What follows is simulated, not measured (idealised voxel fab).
process module | voxel transistor to metal
cross-section cut | 280 nm wide | cells 5 nm
A cross-section is a grid of square cells, given in bands from the top down. A band is one or more rows of cells.
Each band's line starts with the height of the band's top and of its bottom, in nm. Then come its materials from left to right, each with its width in nm. One material with "throughout" fills the band from edge to edge. "air" is empty space.
Height 0 is the level under which the wafer as received is all one material. The lowest band goes on downwards, as in "0 down".
A width such as "30 to 40" changes by the same amount from each row of cells to the next, from the band's top row to its bottom row.
"no change" after a step means that no cell of the cross-section changed.
closed voids: empty space of 8 cells or more with no open way to the top, each as width x height at its distance from the left edge, in nm
after a step's settings: what the simulator itself notes on the step
overlay nm, on a step with a mask: how far to the right of its planned place the mask lay; to the left if negative
Each pair below shows a cross-section before one step and the cross-section after it, down to the lowest band that changed. The line under each pair gives the step between them, with its settings. The pairs can come from different runs of this module on the same starting wafer, so a pair continues from the pair above only where its "before" says so.
before
  55 to 45: SiO2 30 | air 30 | SiO2 35 | air 30 | SiO2 30 | air 30 | SiO2 35 | air 30 | SiO2 30
  45 to 30: SiO2 30 | air 20 | SiN 10 | SiO2 5 | SiCN 25 | SiO2 5 | SiN 10 | air 20 | SiO2 30 | air 20 | SiN 10 | SiO2 5 | SiCN 25 | SiO2 5 | SiN 10 | air 20 | SiO2 30
  30 to 15: SiO2 30 | air 20 | SiN 10 | SiO2 5 | polySi 25 | SiO2 5 | SiN 10 | air 20 | SiO2 30 | air 20 | SiN 10 | SiO2 5 | polySi 25 | SiO2 5 | SiN 10 | air 20 | SiO2 30
  15 to 10: SiO2 30 | SiGe 20 | SiN 10 | SiO2 5 | polySi 25 | SiO2 5 | SiN 10 | SiGe 20 | SiO2 30 | SiGe 20 | SiN 10 | SiO2 5 | polySi 25 | SiO2 5 | SiN 10 | SiGe 20 | SiO2 30
  10 to 0: SiO2 25 | SiN 10 | SiGe 15 | SiN 10 | SiO2 5 | polySi 25 | SiO2 5 | SiN 10 | SiGe 15 | SiN 10 | SiO2 20 | SiN 10 | SiGe 15 | SiN 10 | SiO2 5 | polySi 25 | SiO2 5 | SiN 10 | SiGe 15 | SiN 10 | SiO2 25
  0 to -5: SiO2 35 | SiGe 15 | SiO2 55 | SiGe 15 | SiO2 40 | SiGe 15 | SiO2 55 | SiGe 15 | SiO2 35
  -5 to -20: SiO2 25 | Si 10 | SiGe 15 | Si 55 | SiGe 15 | Si 10 | SiO2 20 | Si 10 | SiGe 15 | Si 55 | SiGe 15 | Si 10 | SiO2 25
  -20 to -30: SiO2 25 | Si 105 | SiO2 20 | Si 105 | SiO2 25
  -30 down: Si throughout
  closed voids: none
after
  60 to 55: TiN 35 | air 20 | TiN 45 | air 20 | TiN 40 | air 20 | TiN 45 | air 20 | TiN 35
  55 to 45: SiO2 30 | TiN 5 | air 20 to 10 | TiN 5 to 15 | SiO2 35 | TiN 5 to 15 | air 20 to 10 | TiN 5 | SiO2 30 | TiN 5 | air 20 to 10 | TiN 5 to 15 | SiO2 35 | TiN 5 to 15 | air 20 to 10 | TiN 5 | SiO2 30
  45 to 30: SiO2 30 | TiN 5 | air 10 | TiN 5 | SiN 10 | SiO2 5 | SiCN 25 | SiO2 5 | SiN 10 | TiN 5 | air 10 | TiN 5 | SiO2 30 | TiN 5 | air 10 | TiN 5 | SiN 10 | SiO2 5 | SiCN 25 | SiO2 5 | SiN 10 | TiN 5 | air 10 | TiN 5 | SiO2 30
  30 to 20: SiO2 30 | TiN 5 | air 10 | TiN 5 | SiN 10 | SiO2 5 | polySi 25 | SiO2 5 | SiN 10 | TiN 5 | air 10 | TiN 5 | SiO2 30 | TiN 5 | air 10 | TiN 5 | SiN 10 | SiO2 5 | polySi 25 | SiO2 5 | SiN 10 | TiN 5 | air 10 | TiN 5 | SiO2 30
  20 to 15: SiO2 30 | TiN 20 | SiN 10 | SiO2 5 | polySi 25 | SiO2 5 | SiN 10 | TiN 20 | SiO2 30 | TiN 20 | SiN 10 | SiO2 5 | polySi 25 | SiO2 5 | SiN 10 | TiN 20 | SiO2 30
  below 15: unchanged
  closed voids: none
the step between: op CONFORMAL_DEP | material TiN | thk nm 5
before: the cross-section after the pair above
after
  70 to 60: W throughout
  60 to 55: TiN 35 | W 20 | TiN 45 | W 20 | TiN 40 | W 20 | TiN 45 | W 20 | TiN 35
  55 to 45: SiO2 30 | TiN 5 | W 20 to 10 | TiN 5 to 15 | SiO2 35 | TiN 5 to 15 | W 20 to 10 | TiN 5 | SiO2 30 | TiN 5 | W 20 to 10 | TiN 5 to 15 | SiO2 35 | TiN 5 to 15 | W 20 to 10 | TiN 5 | SiO2 30
  45 to 30: SiO2 30 | TiN 5 | W 10 | TiN 5 | SiN 10 | SiO2 5 | SiCN 25 | SiO2 5 | SiN 10 | TiN 5 | W 10 | TiN 5 | SiO2 30 | TiN 5 | W 10 | TiN 5 | SiN 10 | SiO2 5 | SiCN 25 | SiO2 5 | SiN 10 | TiN 5 | W 10 | TiN 5 | SiO2 30
  30 to 20: SiO2 30 | TiN 5 | W 10 | TiN 5 | SiN 10 | SiO2 5 | polySi 25 | SiO2 5 | SiN 10 | TiN 5 | W 10 | TiN 5 | SiO2 30 | TiN 5 | W 10 | TiN 5 | SiN 10 | SiO2 5 | polySi 25 | SiO2 5 | SiN 10 | TiN 5 | W 10 | TiN 5 | SiO2 30
  below 20: unchanged
  closed voids: none
the step between: op FILL_DEP | material W | thk nm 10
before: the cross-section after the pair above
after
  55 to 45: SiO2 30 | TiN 5 | W 20 to 10 | TiN 5 to 15 | SiO2 35 | TiN 5 to 15 | W 20 to 10 | TiN 5 | SiO2 30 | TiN 5 | W 20 to 10 | TiN 5 to 15 | SiO2 35 | TiN 5 to 15 | W 20 to 10 | TiN 5 | SiO2 30
  below 45: unchanged
  closed voids: none
the step between: op CMP | height nm 55
before: the cross-section after the pair above
after
  60 to 55: TiN throughout
  below 55: unchanged
  closed voids: none
the step between: op DIRECTIONAL_DEP | material TiN | thk nm 5
before: the cross-section after the pair above
after
  80 to 60: Ru throughout
  below 60: unchanged
  closed voids: none
the step between: op DIRECTIONAL_DEP | material Ru | thk nm 20
before: the cross-section after the pair above
after
  90 to 80: aC throughout
  below 80: unchanged
  closed voids: none
the step between: op DIRECTIONAL_DEP | material aC | thk nm 10
before: the cross-section after the pair above
after
  115 to 90: air 30 | resist 20 | air 55 | resist 20 | air 30 | resist 20 | air 55 | resist 20 | air 30
  below 90: unchanged
  closed voids: none
the step between: op PATTERN | tone cover | mask id METAL_1 | material resist | width nm 20 | thk nm 25 | overlay nm 0
before: the cross-section after the pair above
after
  105 to 90: air 30 | resist 20 | air 55 | resist 20 | air 30 | resist 20 | air 55 | resist 20 | air 30
  90 to 80: air 30 | aC 20 | air 55 | aC 20 | air 30 | aC 20 | air 55 | aC 20 | air 30
  below 80: unchanged
  closed voids: none
the step between: op DIRECTIONAL_ETCH | etch materials aC | depth nm 10
before: the cross-section after the pair above
after
  90 to 80: air 30 | aC 20 | air 55 | aC 20 | air 30 | aC 20 | air 55 | aC 20 | air 30
  below 80: unchanged
  closed voids: none
the step between: op STRIP | etch materials resist
before: the cross-section after the pair above
after
  90 to 80: air 30 | aC 20 | air 55 | aC 20 | air 30 | aC 20 | air 55 | aC 20 | air 30
  80 to 60: air 30 | Ru 20 | air 55 | Ru 20 | air 30 | Ru 20 | air 55 | Ru 20 | air 30
  below 60: unchanged
  closed voids: none
the step between: op DIRECTIONAL_ETCH | etch materials Ru | depth nm 20
before: the cross-section after the pair above
after
  90 to 80: air 30 | aC 20 | air 55 | aC 20 | air 30 | aC 20 | air 55 | aC 20 | air 30
  80 to 60: air 30 | Ru 20 | air 55 | Ru 20 | air 30 | Ru 20 | air 55 | Ru 20 | air 30
  60 to 55: air 30 | TiN 20 | air 55 | TiN 20 | air 30 | TiN 20 | air 55 | TiN 20 | air 30
  below 55: unchanged
  closed voids: none
the step between: op DIRECTIONAL_ETCH | etch materials TiN | depth nm 5
before: the cross-section after the pair above
after
  80 to 60: air 30 | Ru 20 | air 55 | Ru 20 | air 30 | Ru 20 | air 55 | Ru 20 | air 30
  below 60: unchanged
  closed voids: none
the step between: op STRIP | etch materials aC
before: the cross-section after the pair above
after
  85 to 80: SiO2 throughout
  80 to 60: SiO2 30 | Ru 20 | SiO2 55 | Ru 20 | SiO2 30 | Ru 20 | SiO2 55 | Ru 20 | SiO2 30
  60 to 55: SiO2 30 | TiN 20 | SiO2 55 | TiN 20 | SiO2 30 | TiN 20 | SiO2 55 | TiN 20 | SiO2 30
  below 55: unchanged
  closed voids: none
the step between: op FILL_DEP | material SiO2 | thk nm 5
before: the cross-section after the pair above
after
  80 to 60: SiO2 30 | Ru 20 | SiO2 55 | Ru 20 | SiO2 30 | Ru 20 | SiO2 55 | Ru 20 | SiO2 30
  below 60: unchanged
  closed voids: none
the step between: op CMP | height nm 80
before: the cross-section after the pair above
after
  85 to 80: SiN throughout
  below 80: unchanged
  closed voids: none
the step between: op CONFORMAL_DEP | material SiN | thk nm 5
before
  65 to 55: aC throughout
  55 to 45: SiO2 throughout
  45 to 30: SiO2 50 | SiN 10 | SiO2 5 | SiCN 25 | SiO2 5 | SiN 10 | SiO2 70 | SiN 10 | SiO2 5 | SiCN 25 | SiO2 5 | SiN 10 | SiO2 50
  30 to 15: SiO2 50 | SiN 10 | SiO2 5 | polySi 25 | SiO2 5 | SiN 10 | SiO2 70 | SiN 10 | SiO2 5 | polySi 25 | SiO2 5 | SiN 10 | SiO2 50
  15 to 0: SiO2 30 | SiGe 20 | SiN 10 | SiO2 5 | polySi 25 | SiO2 5 | SiN 10 | SiGe 20 | SiO2 30 | SiGe 20 | SiN 10 | SiO2 5 | polySi 25 | SiO2 5 | SiN 10 | SiGe 20 | SiO2 30
  0 to -5: SiO2 20 | SiGe 30 | SiO2 55 | SiGe 30 | SiO2 10 | SiGe 30 | SiO2 55 | SiGe 30 | SiO2 20
  -5 to -20: SiO2 25 | SiGe 25 | Si 55 | SiGe 25 | SiO2 20 | SiGe 25 | Si 55 | SiGe 25 | SiO2 25
  -20 to -30: SiO2 25 | Si 105 | SiO2 20 | Si 105 | SiO2 25
  -30 down: Si throughout
  closed voids: none
after
  90 to 65: resist 35 | air 20 | resist 45 | air 20 | resist 40 | air 20 | resist 45 | air 20 | resist 35
  below 65: unchanged
  closed voids: none
the step between: op PATTERN | tone open | mask id CONTACT | material resist | width nm 20 | thk nm 25 | overlay nm 0
before: the cross-section after the pair above
after
  80 to 65: resist 35 | air 20 | resist 45 | air 20 | resist 40 | air 20 | resist 45 | air 20 | resist 35
  65 to 55: aC 35 | air 20 | aC 45 | air 20 | aC 40 | air 20 | aC 45 | air 20 | aC 35
  below 55: unchanged
  closed voids: none
the step between: op DIRECTIONAL_ETCH | etch materials aC | depth nm 10
before: the cross-section after the pair above
after
  65 to 55: aC 35 | air 20 | aC 45 | air 20 | aC 40 | air 20 | aC 45 | air 20 | aC 35
  below 55: unchanged
  closed voids: none
the step between: op STRIP | etch materials resist
before: the cross-section after the pair above
after
  65 to 55: aC 35 | air 20 | aC 45 | air 20 | aC 40 | air 20 | aC 45 | air 20 | aC 35
  55 to 45: SiO2 35 | air 20 | SiO2 45 | air 20 | SiO2 40 | air 20 | SiO2 45 | air 20 | SiO2 35
  45 to 30: SiO2 35 | air 15 | SiN 10 | SiO2 5 | SiCN 25 | SiO2 5 | SiN 10 | air 15 | SiO2 40 | air 15 | SiN 10 | SiO2 5 | SiCN 25 | SiO2 5 | SiN 10 | air 15 | SiO2 35
  30 to 15: SiO2 35 | air 15 | SiN 10 | SiO2 5 | polySi 25 | SiO2 5 | SiN 10 | air 15 | SiO2 40 | air 15 | SiN 10 | SiO2 5 | polySi 25 | SiO2 5 | SiN 10 | air 15 | SiO2 35
  below 15: unchanged
  closed voids: none
the step between: op DIRECTIONAL_ETCH | etch materials SiO2 | depth nm 40
before: the cross-section after the pair above
after
  55 to 45: SiO2 35 | air 20 | SiO2 45 | air 20 | SiO2 40 | air 20 | SiO2 45 | air 20 | SiO2 35
  below 45: unchanged
  closed voids: none
the step between: op STRIP | etch materials aC
before: the cross-section after the pair above
after
  60 to 55: TiN 40 | air 10 | TiN 55 | air 10 | TiN 50 | air 10 | TiN 55 | air 10 | TiN 40
  55 to 45: SiO2 35 | TiN 5 | air 10 to 5 | TiN 5 to 10 | SiO2 45 | TiN 5 to 10 | air 10 to 5 | TiN 5 | SiO2 40 | TiN 5 | air 10 to 5 | TiN 5 to 10 | SiO2 45 | TiN 5 to 10 | air 10 to 5 | TiN 5 | SiO2 35
  45 to 30: SiO2 35 | TiN 5 | air 5 | TiN 5 | SiN 10 | SiO2 5 | SiCN 25 | SiO2 5 | SiN 10 | TiN 5 | air 5 | TiN 5 | SiO2 40 | TiN 5 | air 5 | TiN 5 | SiN 10 | SiO2 5 | SiCN 25 | SiO2 5 | SiN 10 | TiN 5 | air 5 | TiN 5 | SiO2 35
  30 to 20: SiO2 35 | TiN 5 | air 5 | TiN 5 | SiN 10 | SiO2 5 | polySi 25 | SiO2 5 | SiN 10 | TiN 5 | air 5 | TiN 5 | SiO2 40 | TiN 5 | air 5 | TiN 5 | SiN 10 | SiO2 5 | polySi 25 | SiO2 5 | SiN 10 | TiN 5 | air 5 | TiN 5 | SiO2 35
  20 to 15: SiO2 35 | TiN 15 | SiN 10 | SiO2 5 | polySi 25 | SiO2 5 | SiN 10 | TiN 15 | SiO2 40 | TiN 15 | SiN 10 | SiO2 5 | polySi 25 | SiO2 5 | SiN 10 | TiN 15 | SiO2 35
  below 15: unchanged
  closed voids: none
the step between: op CONFORMAL_DEP | material TiN | thk nm 5
before: the cross-section after the pair above
after
  70 to 60: W throughout
  60 to 55: TiN 40 | W 10 | TiN 55 | W 10 | TiN 50 | W 10 | TiN 55 | W 10 | TiN 40
  55 to 45: SiO2 35 | TiN 5 | W 10 to 5 | TiN 5 to 10 | SiO2 45 | TiN 5 to 10 | W 10 to 5 | TiN 5 | SiO2 40 | TiN 5 | W 10 to 5 | TiN 5 to 10 | SiO2 45 | TiN 5 to 10 | W 10 to 5 | TiN 5 | SiO2 35
  45 to 30: SiO2 35 | TiN 5 | W 5 | TiN 5 | SiN 10 | SiO2 5 | SiCN 25 | SiO2 5 | SiN 10 | TiN 5 | W 5 | TiN 5 | SiO2 40 | TiN 5 | W 5 | TiN 5 | SiN 10 | SiO2 5 | SiCN 25 | SiO2 5 | SiN 10 | TiN 5 | W 5 | TiN 5 | SiO2 35
  30 to 20: SiO2 35 | TiN 5 | W 5 | TiN 5 | SiN 10 | SiO2 5 | polySi 25 | SiO2 5 | SiN 10 | TiN 5 | W 5 | TiN 5 | SiO2 40 | TiN 5 | W 5 | TiN 5 | SiN 10 | SiO2 5 | polySi 25 | SiO2 5 | SiN 10 | TiN 5 | W 5 | TiN 5 | SiO2 35
  below 20: unchanged
  closed voids: none
the step between: op FILL_DEP | material W | thk nm 10
before: the cross-section after the pair above
after
  55 to 45: SiO2 35 | TiN 5 | W 10 to 5 | TiN 5 to 10 | SiO2 45 | TiN 5 to 10 | W 10 to 5 | TiN 5 | SiO2 40 | TiN 5 | W 10 to 5 | TiN 5 to 10 | SiO2 45 | TiN 5 to 10 | W 10 to 5 | TiN 5 | SiO2 35
  below 45: unchanged
  closed voids: none
the step between: op CMP | height nm 55
before: the cross-section after the pair above
after
  60 to 55: TiN throughout
  below 55: unchanged
  closed voids: none
the step between: op DIRECTIONAL_DEP | material TiN | thk nm 5
before: the cross-section after the pair above
after
  80 to 60: Ru throughout
  below 60: unchanged
  closed voids: none
the step between: op DIRECTIONAL_DEP | material Ru | thk nm 20
before: the cross-section after the pair above
after
  90 to 80: aC throughout
  below 80: unchanged
  closed voids: none
the step between: op DIRECTIONAL_DEP | material aC | thk nm 10
before: the cross-section after the pair above
after
  115 to 90: air 30 | resist 20 | air 55 | resist 20 | air 30 | resist 20 | air 55 | resist 20 | air 30
  below 90: unchanged
  closed voids: none
the step between: op PATTERN | tone cover | mask id METAL_1 | material resist | width nm 20 | thk nm 25 | overlay nm 0
before: the cross-section after the pair above
after
  105 to 90: air 30 | resist 20 | air 55 | resist 20 | air 30 | resist 20 | air 55 | resist 20 | air 30
  90 to 80: air 30 | aC 20 | air 55 | aC 20 | air 30 | aC 20 | air 55 | aC 20 | air 30
  below 80: unchanged
  closed voids: none
the step between: op DIRECTIONAL_ETCH | etch materials aC | depth nm 10
before: the cross-section after the pair above
after
  90 to 80: air 30 | aC 20 | air 55 | aC 20 | air 30 | aC 20 | air 55 | aC 20 | air 30
  below 80: unchanged
  closed voids: none
the step between: op STRIP | etch materials resist
before: the cross-section after the pair above
after
  90 to 80: air 30 | aC 20 | air 55 | aC 20 | air 30 | aC 20 | air 55 | aC 20 | air 30
  80 to 60: air 30 | Ru 20 | air 55 | Ru 20 | air 30 | Ru 20 | air 55 | Ru 20 | air 30
  below 60: unchanged
  closed voids: none
the step between: op DIRECTIONAL_ETCH | etch materials Ru | depth nm 20
before: the cross-section after the pair above
after
  90 to 80: air 30 | aC 20 | air 55 | aC 20 | air 30 | aC 20 | air 55 | aC 20 | air 30
  80 to 60: air 30 | Ru 20 | air 55 | Ru 20 | air 30 | Ru 20 | air 55 | Ru 20 | air 30
  60 to 55: air 30 | TiN 20 | air 55 | TiN 20 | air 30 | TiN 20 | air 55 | TiN 20 | air 30
  below 55: unchanged
  closed voids: none
the step between: op DIRECTIONAL_ETCH | etch materials TiN | depth nm 5
before: the cross-section after the pair above
after
  80 to 60: air 30 | Ru 20 | air 55 | Ru 20 | air 30 | Ru 20 | air 55 | Ru 20 | air 30
  below 60: unchanged
  closed voids: none
the step between: op STRIP | etch materials aC
before: the cross-section after the pair above
after
  85 to 80: SiO2 throughout
  80 to 60: SiO2 30 | Ru 20 | SiO2 55 | Ru 20 | SiO2 30 | Ru 20 | SiO2 55 | Ru 20 | SiO2 30
  60 to 55: SiO2 30 | TiN 20 | SiO2 55 | TiN 20 | SiO2 30 | TiN 20 | SiO2 55 | TiN 20 | SiO2 30
  below 55: unchanged
  closed voids: none
the step between: op FILL_DEP | material SiO2 | thk nm 5
before: the cross-section after the pair above
after
  80 to 60: SiO2 30 | Ru 20 | SiO2 55 | Ru 20 | SiO2 30 | Ru 20 | SiO2 55 | Ru 20 | SiO2 30
  below 60: unchanged
  closed voids: none
the step between: op CMP | height nm 80
before: the cross-section after the pair above
after
  85 to 80: SiN throughout
  below 80: unchanged
  closed voids: none
the step between: op CONFORMAL_DEP | material SiN | thk nm 5
before
  30 to 20: aC throughout
  20 to 5: SiN throughout
  5 to 0: SiO2 throughout
  0 down: Si throughout
  closed voids: none
after
  55 to 30: air 20 | resist 105 | air 20 | resist 105 | air 30
  below 30: unchanged
  closed voids: none
the step between: op PATTERN | tone cover | mask id ACTIVE | material resist | width nm 105 | pitch nm 125 | thk nm 25 | overlay nm -5
before: the cross-section after the pair above
after
  45 to 30: air 20 | resist 105 | air 20 | resist 105 | air 30
  30 to 20: air 20 | aC 105 | air 20 | aC 105 | air 30
  below 20: unchanged
  closed voids: none
the step between: op DIRECTIONAL_ETCH | etch materials aC | depth nm 10
before: the cross-section after the pair above
after
  30 to 20: air 20 | aC 105 | air 20 | aC 105 | air 30
  below 20: unchanged
  closed voids: none
the step between: op STRIP | etch materials resist
before: the cross-section after the pair above
after
  30 to 20: air 20 | aC 105 | air 20 | aC 105 | air 30
  20 to 5: air 20 | SiN 105 | air 20 | SiN 105 | air 30
  below 5: unchanged
  closed voids: none
the step between: op DIRECTIONAL_ETCH | etch materials SiN | depth nm 15
before: the cross-section after the pair above
after
  30 to 20: air 20 | aC 105 | air 20 | aC 105 | air 30
  20 to 5: air 20 | SiN 105 | air 20 | SiN 105 | air 30
  5 to 0: air 20 | SiO2 105 | air 20 | SiO2 105 | air 30
  below 0: unchanged
  closed voids: none
the step between: op DIRECTIONAL_ETCH | etch materials SiO2 | depth nm 5
before: the cross-section after the pair above
after
  30 to 20: air 20 | aC 105 | air 20 | aC 105 | air 30
  20 to 5: air 20 | SiN 105 | air 20 | SiN 105 | air 30
  5 to 0: air 20 | SiO2 105 | air 20 | SiO2 105 | air 30
  0 to -30: air 20 | Si 105 | air 20 | Si 105 | air 30
  below -30: unchanged
  closed voids: none
the step between: op DIRECTIONAL_ETCH | etch materials Si | depth nm 30
before: the cross-section after the pair above
after
  20 to 5: air 20 | SiN 105 | air 20 | SiN 105 | air 30
  below 5: unchanged
  closed voids: none
the step between: op STRIP | etch materials aC
before: the cross-section after the pair above
after
  25 to 20: SiO2 throughout
  20 to 5: SiO2 20 | SiN 105 | SiO2 20 | SiN 105 | SiO2 30
  5 to 0: SiO2 throughout
  0 to -30: SiO2 20 | Si 105 | SiO2 20 | Si 105 | SiO2 30
  below -30: unchanged
  closed voids: none
the step between: op FILL_DEP | material SiO2 | thk nm 5
before: the cross-section after the pair above
after
  20 to 5: SiO2 20 | SiN 105 | SiO2 20 | SiN 105 | SiO2 30
  below 5: unchanged
  closed voids: none
the step between: op CMP | height nm 20
before: the cross-section after the pair above
after
  20 to 5: air 20 | SiN 105 | air 20 | SiN 105 | air 30
  below 5: unchanged
  closed voids: none
the step between: op SELECTIVE_ETCH | etch materials SiO2 | depth nm 15
before: the cross-section after the pair above
after
  5 to 0: SiO2 throughout
  below 0: unchanged
  closed voids: none
the step between: op STRIP | etch materials SiN
before: the cross-section after the pair above
after
  0 to -30: SiO2 20 | Si 105 | SiO2 20 | Si 105 | SiO2 30
  below -30: unchanged
  closed voids: none
the step between: op SELECTIVE_ETCH | etch materials SiO2 | depth nm 5
before: the cross-section after the pair above
after
  0 to -5: SiO2 throughout
  below -5: unchanged
  closed voids: none
the step between: op OXIDIZE | depth nm 5
before: the cross-section after the pair above
after
  30 to 0: polySi throughout
  below 0: unchanged
  closed voids: none
the step between: op DIRECTIONAL_DEP | material polySi | thk nm 30
before: the cross-section after the pair above
after
  45 to 30: SiCN throughout
  below 30: unchanged
  closed voids: none
the step between: op DIRECTIONAL_DEP | material SiCN | thk nm 15
before: the cross-section after the pair above
after
  60 to 45: air 65 | resist 25 | air 100 | resist 25 | air 65
  below 45: unchanged
  closed voids: none
the step between: op PATTERN | tone cover | mask id GATE | material resist | width nm 25 | pitch nm 125 | thk nm 15 | overlay nm 0
before: the cross-section after the pair above
after
  60 to 45: air 65 | resist 25 | air 100 | resist 25 | air 65
  45 to 30: air 65 | SiCN 25 | air 100 | SiCN 25 | air 65
  below 30: unchanged
  closed voids: none
the step between: op DIRECTIONAL_ETCH | etch materials SiCN | depth nm 25
before: the cross-section after the pair above
after
  60 to 45: air 65 | resist 25 | air 100 | resist 25 | air 65
  45 to 30: air 65 | SiCN 25 | air 100 | SiCN 25 | air 65
  30 to 0: air 65 | polySi 25 | air 100 | polySi 25 | air 65
  below 0: unchanged
  closed voids: none
the step between: op DIRECTIONAL_ETCH | etch materials polySi | depth nm 40
before: the cross-section after the pair above
after
  45 to 30: air 65 | SiCN 25 | air 100 | SiCN 25 | air 65
  below 30: unchanged
  closed voids: none
the step between: op STRIP | etch materials resist
before: the cross-section after the pair above
after
  50 to 45: air 60 | SiO2 35 | air 90 | SiO2 35 | air 60
  45 to 30: air 60 | SiO2 5 | SiCN 25 | SiO2 5 | air 90 | SiO2 5 | SiCN 25 | SiO2 5 | air 60
  30 to 5: air 60 | SiO2 5 | polySi 25 | SiO2 5 | air 90 | SiO2 5 | polySi 25 | SiO2 5 | air 60
  5 to 0: SiO2 65 | polySi 25 | SiO2 100 | polySi 25 | SiO2 65
  below 0: unchanged
  closed voids: none
the step between: op CONFORMAL_DEP | material SiO2 | thk nm 5
before: the cross-section after the pair above
after
  45 to 30: air 60 | SiO2 5 | SiCN 25 | SiO2 5 | air 90 | SiO2 5 | SiCN 25 | SiO2 5 | air 60
  30 to 0: air 60 | SiO2 5 | polySi 25 | SiO2 5 | air 90 | SiO2 5 | polySi 25 | SiO2 5 | air 60
  below 0: unchanged
  closed voids: none
the step between: op DIRECTIONAL_ETCH | etch materials SiO2 | depth nm 5
before: the cross-section after the pair above
after
  55 to 45: air 50 | SiN 55 | air 70 | SiN 55 | air 50
  45 to 30: air 50 | SiN 10 | SiO2 5 | SiCN 25 | SiO2 5 | SiN 10 | air 70 | SiN 10 | SiO2 5 | SiCN 25 | SiO2 5 | SiN 10 | air 50
  30 to 10: air 50 | SiN 10 | SiO2 5 | polySi 25 | SiO2 5 | SiN 10 | air 70 | SiN 10 | SiO2 5 | polySi 25 | SiO2 5 | SiN 10 | air 50
  10 to 0: SiN 60 | SiO2 5 | polySi 25 | SiO2 5 | SiN 90 | SiO2 5 | polySi 25 | SiO2 5 | SiN 60
  below 0: unchanged
  closed voids: none
the step between: op CONFORMAL_DEP | material SiN | thk nm 10
before: the cross-section after the pair above
after
  45 to 30: air 50 | SiN 10 | SiO2 5 | SiCN 25 | SiO2 5 | SiN 10 | air 70 | SiN 10 | SiO2 5 | SiCN 25 | SiO2 5 | SiN 10 | air 50
  30 to 0: air 50 | SiN 10 | SiO2 5 | polySi 25 | SiO2 5 | SiN 10 | air 70 | SiN 10 | SiO2 5 | polySi 25 | SiO2 5 | SiN 10 | air 50
  below 0: unchanged
  closed voids: none
the step between: op DIRECTIONAL_ETCH | etch materials SiN | depth nm 10
before: the cross-section after the pair above
after
  45 to 40: air 50 | SiN 10 | air 5 | SiCN 25 | air 5 | SiN 10 | air 70 | SiN 10 | air 5 | SiCN 25 | air 5 | SiN 10 | air 50
  40 to 30: air 50 | SiN 10 | SiO2 5 | SiCN 25 | SiO2 5 | SiN 10 | air 70 | SiN 10 | SiO2 5 | SiCN 25 | SiO2 5 | SiN 10 | air 50
  30 to 0: air 50 | SiN 10 | SiO2 5 | polySi 25 | SiO2 5 | SiN 10 | air 70 | SiN 10 | SiO2 5 | polySi 25 | SiO2 5 | SiN 10 | air 50
  0 to -5: air 50 | SiO2 55 | air 70 | SiO2 55 | air 50
  below -5: unchanged
  closed voids: none
the step between: op DIRECTIONAL_ETCH | etch materials SiO2 | depth nm 5
before: the cross-section after the pair above
after
  45 to 40: air 50 | SiN 10 | air 5 | SiCN 25 | air 5 | SiN 10 | air 70 | SiN 10 | air 5 | SiCN 25 | air 5 | SiN 10 | air 50
  40 to 30: air 50 | SiN 10 | SiO2 5 | SiCN 25 | SiO2 5 | SiN 10 | air 70 | SiN 10 | SiO2 5 | SiCN 25 | SiO2 5 | SiN 10 | air 50
  30 to 0: air 50 | SiN 10 | SiO2 5 | polySi 25 | SiO2 5 | SiN 10 | air 70 | SiN 10 | SiO2 5 | polySi 25 | SiO2 5 | SiN 10 | air 50
  0 to -5: air 50 | SiO2 55 | air 70 | SiO2 55 | air 50
  -5 to -20: SiO2 20 | air 30 | Si 55 | air 20 | SiO2 20 | air 30 | Si 55 | air 20 | SiO2 30
  below -20: unchanged
  closed voids: none
the step between: op DIRECTIONAL_ETCH | etch materials Si | depth nm 15
before: the cross-section after the pair above
after
  45 to 40: air 50 | SiN 10 | air 5 | SiCN 25 | air 5 | SiN 10 | air 70 | SiN 10 | air 5 | SiCN 25 | air 5 | SiN 10 | air 50
  40 to 30: air 50 | SiN 10 | SiO2 5 | SiCN 25 | SiO2 5 | SiN 10 | air 70 | SiN 10 | SiO2 5 | SiCN 25 | SiO2 5 | SiN 10 | air 50
  30 to 15: air 50 | SiN 10 | SiO2 5 | polySi 25 | SiO2 5 | SiN 10 | air 70 | SiN 10 | SiO2 5 | polySi 25 | SiO2 5 | SiN 10 | air 50
  15 to 0: air 30 | SiGe 20 | SiN 10 | SiO2 5 | polySi 25 | SiO2 5 | SiN 10 | SiGe 20 | air 30 | SiGe 20 | SiN 10 | SiO2 5 | polySi 25 | SiO2 5 | SiN 10 | SiGe 20 | air 30
  0 to -5: air 15 | SiGe 35 | SiO2 55 | SiGe 25 | air 10 | SiGe 35 | SiO2 55 | SiGe 25 | air 25
  -5 to -20: SiO2 20 | SiGe 30 | Si 55 | SiGe 20 | SiO2 20 | SiGe 30 | Si 55 | SiGe 20 | SiO2 30
  below -20: unchanged
  closed voids: none
the step between: op EPI | material SiGe | thk nm 20
before: the cross-section after the pair above
after
  55 to 45: SiO2 throughout
  45 to 30: SiO2 50 | SiN 10 | SiO2 5 | SiCN 25 | SiO2 5 | SiN 10 | SiO2 70 | SiN 10 | SiO2 5 | SiCN 25 | SiO2 5 | SiN 10 | SiO2 50
  30 to 15: SiO2 50 | SiN 10 | SiO2 5 | polySi 25 | SiO2 5 | SiN 10 | SiO2 70 | SiN 10 | SiO2 5 | polySi 25 | SiO2 5 | SiN 10 | SiO2 50
  15 to 0: SiO2 30 | SiGe 20 | SiN 10 | SiO2 5 | polySi 25 | SiO2 5 | SiN 10 | SiGe 20 | SiO2 30 | SiGe 20 | SiN 10 | SiO2 5 | polySi 25 | SiO2 5 | SiN 10 | SiGe 20 | SiO2 30
  0 to -5: SiO2 15 | SiGe 35 | SiO2 55 | SiGe 25 | SiO2 10 | SiGe 35 | SiO2 55 | SiGe 25 | SiO2 25
  below -5: unchanged
  closed voids: none
the step between: op FILL_DEP | material SiO2 | thk nm 10
before: the cross-section after the pair above
after
  45 to 30: SiO2 50 | SiN 10 | SiO2 5 | SiCN 25 | SiO2 5 | SiN 10 | SiO2 70 | SiN 10 | SiO2 5 | SiCN 25 | SiO2 5 | SiN 10 | SiO2 50
  below 30: unchanged
  closed voids: none
the step between: op CMP | height nm 45
before: the cross-section after the pair above
after
  55 to 45: SiO2 throughout
  below 45: unchanged
  closed voids: none
the step between: op DIRECTIONAL_DEP | material SiO2 | thk nm 10
before: the cross-section after the pair above
after
  65 to 55: aC throughout
  below 55: unchanged
  closed voids: none
the step between: op DIRECTIONAL_DEP | material aC | thk nm 10
before: the cross-section after the pair above
after
  90 to 65: resist 30 | air 30 | resist 35 | air 30 | resist 30 | air 30 | resist 35 | air 30 | resist 30
  below 65: unchanged
  closed voids: none
the step between: op PATTERN | tone open | mask id CONTACT | material resist | width nm 30 | thk nm 25 | overlay nm 0
before: the cross-section after the pair above
after
  80 to 65: resist 30 | air 30 | resist 35 | air 30 | resist 30 | air 30 | resist 35 | air 30 | resist 30
  65 to 55: aC 30 | air 30 | aC 35 | air 30 | aC 30 | air 30 | aC 35 | air 30 | aC 30
  below 55: unchanged
  closed voids: none
the step between: op DIRECTIONAL_ETCH | etch materials aC | depth nm 10
